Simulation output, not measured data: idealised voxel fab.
This is a process module. Its name is voxel ribs on slabs.
We display cut, a cross-section 275 nm in width whose square cells are each 5 nm.
Format of a cross-section: grid, square cells. Given as bands. Order: top down. Band: one or more rows of cells.
The entry gives the band's vertical extent as a top height and a bottom height in nm, then its horizontal make-up as materials from left to right, each with a width in nm. "empty" stands for empty space; a single material marked "full width" fills the band edge to edge.
Heights are expressed relative to 0, this being the level below which the as-received wafer comprises one material exclusively. The lowest band is unbounded in the downward direction and is denoted as in "0 and below".
Graded width ("30->40"): value in top row of band = first number; value in bottom row = second number; row-to-row change constant.
"same as before" after a step means that no cell of the cross-section changed.
Listed in "Closed void listing": every empty space of 8 or more cells without an open way to the top. Form: width x height at distance, the distance being from the left edge, all in nm.
It should be noted that, on the line of a given step, the content following the step's settings is a remark produced by the simulator itself with respect to that step.
overlay nm: on a step with a mask, how far right of its planned place the mask lay; negative means left.
Planned process steps:
- 1: RECEIVE,material Si
- 2: DIRECTIONAL_DEP,material SiO2,thk nm 30
- 3: DIRECTIONAL_DEP,material SiN,thk nm 25
- 4: PATTERN,tone cover,mask id RIB,material resist,width nm 30,thk nm 20,overlay nm 0
- 5: DIRECTIONAL_ETCH,etch materials SiN,depth nm 10
- 6: STRIP,etch materials resist
- 7: DIRECTIONAL_DEP,material aC,thk nm 10
- 8: PATTERN,tone cover,mask id SLAB,material resist,width nm 60,thk nm 30,overlay nm 0
- 9: DIRECTIONAL_ETCH,etch materials aC,depth nm 10
- 10: STRIP,etch materials resist
- 11: DIRECTIONAL_ETCH,etch materials SiN,depth nm 15
- 12: STRIP,etch materials aC
- 13: FILL_DEP,material SiO2,thk nm 20
- 14: CMP,height nm 70
- 15: DIRECTIONAL_DEP,material TiN,thk nm 10
- 16: DIRECTIONAL_DEP,material aC,thk nm 15
- 17: PATTERN,tone cover,mask id HEATER,material resist,width nm 40,thk nm 35,overlay nm 0
- 18: DIRECTIONAL_ETCH,etch materials aC,depth nm 15
- 19: STRIP,etch materials resist
- 20: DIRECTIONAL_ETCH,etch materials TiN,depth nm 10
- 21: STRIP,etch materials aC
- 22: CONFORMAL_DEP,material SiO2,thk nm 5
First of two wafers - as planned:
Incoming wafer in cross-section (state: after step 1):
    0 and below = Si full width
    Closed void listing: none
Cross-section: wafer state after step 2:
    30 down to 0 = SiO2 full width
    No changes below 0.
Cross-section: wafer state after step 3:
    55 down to 30 = SiN full width
    No changes below 30.
Cross-section: wafer state after step 4:
    75 down to 55 = empty=120, resist=30, empty=125
    No changes below 55.
Cross-section: wafer state after step 5:
    75 down to 55 = empty=120, resist=30, empty=125
    55 down to 45 = empty=120, SiN=30, empty=125
    No changes below 45.
Cross-section: wafer state after step 6:
    55 down to 45 = empty=120, SiN=30, empty=125
    No changes below 45.
Cross-section: wafer state after step 7:
    65 down to 55 = empty=120, aC=30, empty=125
    55 down to 45 = aC=120, SiN=30, aC=125
    No changes below 45.
Cross-section: wafer state after step 8:
    95 down to 65 = empty=105, resist=60, empty=110
    65 down to 55 = empty=105, resist=15, aC=30, resist=15, empty=110
    No changes below 55.
Cross-section: wafer state after step 9:
    85 down to 65 = empty=105, resist=60, empty=110
    65 down to 55 = empty=105, resist=15, aC=30, resist=15, empty=110
    55 down to 45 = empty=105, aC=15, SiN=30, aC=15, empty=110
    No changes below 45.
Cross-section: wafer state after step 10:
    65 down to 55 = empty=120, aC=30, empty=125
    No changes below 55.
Cross-section: wafer state after step 11:
    65 down to 55 = empty=120, aC=30, empty=125
    55 down to 45 = empty=105, aC=15, SiN=30, aC=15, empty=110
    45 down to 30 = empty=105, SiN=60, empty=110
    No changes below 30.
Cross-section: wafer state after step 12:
    55 down to 45 = empty=120, SiN=30, empty=125
    No changes below 45.
Cross-section: wafer state after step 13:
    75 down to 55 = SiO2 full width
    55 down to 45 = SiO2=120, SiN=30, SiO2=125
    45 down to 30 = SiO2=105, SiN=60, SiO2=110
    No changes below 30.
Cross-section: wafer state after step 14:
    70 down to 55 = SiO2 full width
    No changes below 55.
Cross-section: wafer state after step 15:
    80 down to 70 = TiN full width
    No changes below 70.
Cross-section: wafer state after step 16:
    95 down to 80 = aC full width
    No changes below 80.
Cross-section: wafer state after step 17:
    130 down to 95 = empty=115, resist=40, empty=120
    No changes below 95.
Cross-section: wafer state after step 18:
    115 down to 95 = empty=115, resist=40, empty=120
    95 down to 80 = empty=115, aC=40, empty=120
    No changes below 80.
Cross-section: wafer state after step 19:
    95 down to 80 = empty=115, aC=40, empty=120
    No changes below 80.
Cross-section: wafer state after step 20:
    95 down to 80 = empty=115, aC=40, empty=120
    80 down to 70 = empty=115, TiN=40, empty=120
    No changes below 70.
Cross-section: wafer state after step 21:
    80 down to 70 = empty=115, TiN=40, empty=120
    No changes below 70.
Cross-section: wafer state after step 22:
    85 down to 80 = empty=110, SiO2=50, empty=115
    80 down to 75 = empty=110, SiO2=5, TiN=40, SiO2=5, empty=115
    75 down to 70 = SiO2=115, TiN=40, SiO2=120
    No changes below 70.
Now the other wafer: same start, same recipe, but we messed up one thing when running it. Up to and including step 1 it's the same as the first one:
Second wafer profile in section, at the moment step 2 of the plan was meant to be complete:
    25 down to 0 = SiN full width
    No changes below 0.
Second wafer profile in section, at the moment step 3 of the plan was meant to be complete:
    55 down to 25 = SiO2 full width
    No changes below 25.
Second wafer profile in section, at the moment step 4 of the plan was meant to be complete:
    75 down to 55 = empty=120, resist=30, empty=125
    No changes below 55.
Second wafer profile in section, at the moment step 5 of the plan was meant to be complete: same as before
Second wafer profile in section, at the moment step 6 of the plan was meant to be complete:
    55 down to 25 = SiO2 full width
    No changes below 25.
Second wafer profile in section, at the moment step 7 of the plan was meant to be complete:
    65 down to 55 = aC full width
    No changes below 55.
Second wafer profile in section, at the moment step 8 of the plan was meant to be complete:
    95 down to 65 = empty=105, resist=60, empty=110
    No changes below 65.
Second wafer profile in section, at the moment step 9 of the plan was meant to be complete:
    85 down to 65 = empty=105, resist=60, empty=110
    65 down to 55 = empty=105, aC=60, empty=110
    No changes below 55.
Second wafer profile in section, at the moment step 10 of the plan was meant to be complete:
    65 down to 55 = empty=105, aC=60, empty=110
    No changes below 55.
Second wafer profile in section, at the moment step 11 of the plan was meant to be complete: same as before
Second wafer profile in section, at the moment step 12 of the plan was meant to be complete:
    55 down to 25 = SiO2 full width
    No changes below 25.
Second wafer profile in section, at the moment step 13 of the plan was meant to be complete:
    75 down to 25 = SiO2 full width
    No changes below 25.
Second wafer profile in section, at the moment step 14 of the plan was meant to be complete:
    70 down to 25 = SiO2 full width
    No changes below 25.
Second wafer profile in section, at the moment step 15 of the plan was meant to be complete:
    80 down to 70 = TiN full width
    No changes below 70.
Second wafer profile in section, at the moment step 16 of the plan was meant to be complete:
    95 down to 80 = aC full width
    No changes below 80.
Second wafer profile in section, at the moment step 17 of the plan was meant to be complete:
    130 down to 95 = empty=115, resist=40, empty=120
    No changes below 95.
Second wafer profile in section, at the moment step 18 of the plan was meant to be complete:
    115 down to 95 = empty=115, resist=40, empty=120
    95 down to 80 = empty=115, aC=40, empty=120
    No changes below 80.
Second wafer profile in section, at the moment step 19 of the plan was meant to be complete:
    95 down to 80 = empty=115, aC=40, empty=120
    No changes below 80.
Second wafer profile in section, at the moment step 20 of the plan was meant to be complete:
    95 down to 80 = empty=115, aC=40, empty=120
    80 down to 70 = empty=115, TiN=40, empty=120
    No changes below 70.
Second wafer profile in section, at the moment step 21 of the plan was meant to be complete:
    80 down to 70 = empty=115, TiN=40, empty=120
    No changes below 70.
Second wafer profile in section, at the moment step 22 of the plan was meant to be complete:
    85 down to 80 = empty=110, SiO2=50, empty=115
    80 down to 75 = empty=110, SiO2=5, TiN=40, SiO2=5, empty=115
    75 down to 70 = SiO2=115, TiN=40, SiO2=120
    No changes below 70.
Nonconformance to the process plan: ran 2 and 3 in swapped order versus the plan
Final cells, second wafer relative to first, materials higher or lower: 227 more of SiN | 227 fewer of SiO2
